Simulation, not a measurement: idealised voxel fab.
process module | voxel fin reveal
Xsec cut, 160 nm wide, square cell size 5 nm.
Cross-section spec: square-cell grid; bands listed top down; each band is one or more rows. Top height, bottom height, nm. Materials left to right, width each, nm. Single material + "edge to edge" = fills band edge to edge. "blank" = empty. All heights in this document are referenced to 0, defined as the level beneath which the wafer, as received, consists entirely of one material. The lowest band is not bounded below; it extends indefinitely downward and is written in the form "top 0, no bottom". Quick explanation for "30..40": the width changes in equal steps down the rows of cells, from the first number in the band's top row to the second number in its bottom row. Reading "no change" for a step: not a cell of the cross-section changed in it. Closed-off voids of 8+ cells (no open route to the top) go in "Tabulated closed voids", written width x height at distance from the left edge, in nm. That trailing text on a step's line, after the settings, is the simulator's own remark on the step. You can add "overlay nm" to a step's line. For a step with a mask, it describes how far the mask lay to the right of its planned position, and a negative number describes a lay to the left.
**Process steps - plan**
1) RECEIVE: material Si
2) CONFORMAL_DEP: material SiN, thk nm 5
3) MASKED_ETCH: tone cover, mask id FINS, width nm 15, pitch nm 45, etch materials SiN, depth nm 5, overlay nm 0
4) MASKED_ETCH: tone cover, mask id FINS, width nm 15, pitch nm 45, etch materials Si, depth nm 30, overlay nm 0
5) OXIDIZE: depth nm 5
6) FILL_DEP: material SiO2, thk nm 10
7) CMP: height nm -5
8) SELECTIVE_ETCH: etch materials SiO2, depth nm 25
9) STRIP: etch materials SiN
10) CONFORMAL_DEP: material SiO2, thk nm 5
The value of height nm given for step 7 in the plan refers to the first wafer; the wafers vary in this setting and are alike at the start.
**Sectional view: first of several wafers, as received, after step 1**
* top 0, no bottom = Si edge to edge
* Tabulated closed voids: none
**The table below has one row for each wafer; a row shows, as of the end of the module, how many cells of each material the wafer has gained, marked (+), or lost, marked (-), since it was received, and then the wafer's closed voids**
height nm -5; -212 Si; +82 SiO2; Tabulated closed voids: none
height nm 0; -210 Si; +112 SiO2; Tabulated closed voids: none
height nm 5; -210 Si; +138 SiO2; Tabulated closed voids: none
height nm 10; -210 Si; +164 SiO2; Tabulated closed voids: none
height nm 15; -210 Si; +190 SiO2; Tabulated closed voids: none
